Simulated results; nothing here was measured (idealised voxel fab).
Process module in this document: voxel gate over fins
For reference, the cross-section in this document is cut, with width 275 nm and square cells of 5 nm.
Cross-section layout: square cells on a grid; listed as bands, top to bottom; a band spans one or more cell rows.
Within each band entry, the heights of the top and of the bottom of the band appear first, in that order and in nm; the materials of the band then follow from left to right, each with its corresponding width in nm. The designation "edge to edge" on a single material indicates that it fills the band from edge to edge; the designation "blank" indicates empty space.
Heights are reckoned from 0. Under this level, the received wafer is all of one material. The bottommost band is open-ended downward, for example "0..down".
The expression "30 to 40" gives the width at the extremes of the band, the first number at its top row of cells and the second at its bottom row, with the width changing by equal amounts from each row to the next in between.
Any step labelled "remained the same" changed none of the cells in the cross-section.
For the entry "Internal closed voids", the listed items are empty spaces with no open way to the top whose size is 8 cells or more; each item follows the pattern width x height at distance, where distance is from the left edge and all three are in nm.
It should be noted that, on the line of a given step, the content following the step's settings is a remark produced by the simulator itself with respect to that step.
When a step includes a mask, the "overlay nm" setting on its line states how far to the right of its planned place that mask lay, and negative values state how far to the left.
This section lists the process steps that were planned
| 1 | RECEIVE,material Si |
| 2 | CONFORMAL_DEP,material SiN,thk nm 10 |
| 3 | DIRECTIONAL_DEP,material aC,thk nm 10 |
| 4 | PATTERN,tone cover,mask id FINS,material resist,width nm 15,pitch nm 55,thk nm 25,overlay nm 0 |
| 5 | DIRECTIONAL_ETCH,etch materials aC,depth nm 10 |
| 6 | STRIP,etch materials resist |
| 7 | DIRECTIONAL_ETCH,etch materials SiN,depth nm 10 |
| 8 | DIRECTIONAL_ETCH,etch materials Si,depth nm 40 |
| 9 | STRIP,etch materials aC |
| 10 | OXIDIZE,depth nm 5 |
| 11 | FILL_DEP,material SiO2,thk nm 5 |
| 12 | CMP,height nm 10 |
| 13 | PATTERN,tone open,mask id RAIL,material resist,width nm 15,thk nm 15,overlay nm 0 |
| 14 | DIRECTIONAL_ETCH,etch materials SiO2,depth nm 45 |
| 15 | STRIP,etch materials resist |
| 16 | CONFORMAL_DEP,material TiN,thk nm 5 |
| 17 | FILL_DEP,material W,thk nm 10 |
| 18 | CMP,height nm 10 |
| 19 | SELECTIVE_ETCH,etch materials W Ru TiN,depth nm 30 |
| 20 | FILL_DEP,material SiO2,thk nm 5 |
| 21 | CMP,height nm 10 |
| 22 | SELECTIVE_ETCH,etch materials SiO2,depth nm 25 |
| 23 | STRIP,etch materials SiN |
| 24 | CONFORMAL_DEP,material HfO2,thk nm 5 |
| 25 | CONFORMAL_DEP,material TiN,thk nm 5 |
| 26 | CONFORMAL_DEP,material TiAl,thk nm 5 |
| 27 | CONFORMAL_DEP,material TiN,thk nm 5 |
| 28 | FILL_DEP,material W,thk nm 10 |
| 29 | CMP,height nm 25 |
| 30 | CONFORMAL_DEP,material SiN,thk nm 5 |
Cross-section of the wafer at receipt, which is the condition after step 1
* 0..down = Si edge to edge
* Internal closed voids: none
End state of the module in cross-section, given the above starting point and plan and one mistake in execution
* 30..25 = SiN edge to edge
* 25..20 = W edge to edge
* 20..15 = W: 60, then TiN: 45, then W: 10, then TiN: 45, then W: 10, then TiN: 45, then W: 60
* 15..10 = W: 60, then TiN: 5, then TiAl: 35, then TiN: 5, then W: 10, then TiN: 5, then TiAl: 35, then TiN: 5, then W: 10, then TiN: 5, then TiAl: 35, then TiN: 5, then W: 60
* 10..5 = W: 60, then TiN: 5, then TiAl: 5, then TiN: 25, then TiAl: 5, then TiN: 5, then W: 10, then TiN: 5, then TiAl: 5, then TiN: 25, then TiAl: 5, then TiN: 5, then W: 10, then TiN: 5, then TiAl: 5, then TiN: 25, then TiAl: 5, then TiN: 5, then W: 60
* 5..0 = W: 60, then TiN: 5, then TiAl: 5, then TiN: 5, then HfO2: 15, then TiN: 5, then TiAl: 5, then TiN: 5, then W: 10, then TiN: 5, then TiAl: 5, then TiN: 5, then HfO2: 15, then TiN: 5, then TiAl: 5, then TiN: 5, then W: 10, then TiN: 5, then TiAl: 5, then TiN: 5, then HfO2: 15, then TiN: 5, then TiAl: 5, then TiN: 5, then W: 60
* 0..-5 = W: 60, then TiN: 5, then TiAl: 5, then TiN: 5, then HfO2: 5, then Si: 5, then HfO2: 5, then TiN: 5, then TiAl: 5, then TiN: 20, then TiAl: 5, then TiN: 5, then HfO2: 5, then Si: 5, then HfO2: 5, then TiN: 5, then TiAl: 5, then TiN: 5, then W: 10, then TiN: 5, then TiAl: 5, then TiN: 5, then HfO2: 5, then Si: 5, then HfO2: 5, then TiN: 5, then TiAl: 5, then TiN: 5, then W: 60
* -5..-10 = W: 60, then TiN: 5, then TiAl: 5, then TiN: 5, then HfO2: 5, then Si: 5, then HfO2: 5, then TiN: 5, then TiAl: 30, then TiN: 5, then HfO2: 5, then Si: 5, then HfO2: 5, then TiN: 5, then TiAl: 5, then TiN: 5, then W: 10, then TiN: 5, then TiAl: 5, then TiN: 5, then HfO2: 5, then Si: 5, then HfO2: 5, then TiN: 5, then TiAl: 5, then TiN: 5, then W: 60
* -10..-15 = W: 60, then TiN: 5, then TiAl: 5, then TiN: 5, then HfO2: 5, then Si: 5, then HfO2: 5, then TiN: 40, then HfO2: 5, then Si: 5, then HfO2: 5, then TiN: 5, then TiAl: 5, then TiN: 5, then W: 10, then TiN: 5, then TiAl: 5, then TiN: 5, then HfO2: 5, then Si: 5, then HfO2: 5, then TiN: 5, then TiAl: 5, then TiN: 5, then W: 60
* -15..-20 = W: 60, then TiN: 5, then TiAl: 5, then TiN: 5, then HfO2: 5, then Si: 5, then HfO2: 5, then TiN: 5, then HfO2: 25, then TiN: 10, then HfO2: 5, then Si: 5, then HfO2: 5, then TiN: 5, then TiAl: 5, then TiN: 5, then W: 10, then TiN: 5, then TiAl: 5, then TiN: 5, then HfO2: 5, then Si: 5, then HfO2: 5, then TiN: 5, then TiAl: 5, then TiN: 5, then W: 60
* -20..-25 = TiN: 65, then TiAl: 5, then TiN: 5, then HfO2: 5, then Si: 5, then HfO2: 5, then TiN: 5, then HfO2: 5, then TiN: 5, then W: 5, then TiN: 5, then HfO2: 5, then TiN: 10, then HfO2: 5, then Si: 5, then HfO2: 5, then TiN: 5, then TiAl: 5, then TiN: 20, then TiAl: 5, then TiN: 5, then HfO2: 5, then Si: 5, then HfO2: 5, then TiN: 5, then TiAl: 5, then TiN: 65
* -25..-30 = TiAl: 70, then TiN: 5, then HfO2: 5, then Si: 5, then HfO2: 5, then TiN: 5, then HfO2: 5, then TiN: 5, then W: 5, then TiN: 5, then HfO2: 5, then TiN: 10, then HfO2: 5, then Si: 5, then HfO2: 5, then TiN: 5, then TiAl: 30, then TiN: 5, then HfO2: 5, then Si: 5, then HfO2: 5, then TiN: 5, then TiAl: 70
* -30..-35 = TiN: 75, then HfO2: 5, then Si: 5, then HfO2: 5, then TiN: 5, then HfO2: 5, then TiN: 15, then HfO2: 5, then TiN: 10, then HfO2: 5, then Si: 5, then HfO2: 5, then TiN: 40, then HfO2: 5, then Si: 5, then HfO2: 5, then TiN: 75
* -35..-40 = HfO2: 80, then Si: 5, then HfO2: 20, then SiO2: 5, then HfO2: 25, then Si: 5, then HfO2: 50, then Si: 5, then HfO2: 80
* -40..-45 = SiO2: 80, then Si: 5, then SiO2: 50, then Si: 5, then SiO2: 50, then Si: 5, then SiO2: 80
* -45..down = Si edge to edge
* Internal closed voids: none
Where did the run depart from the plan? plan step 22 was conducted twice
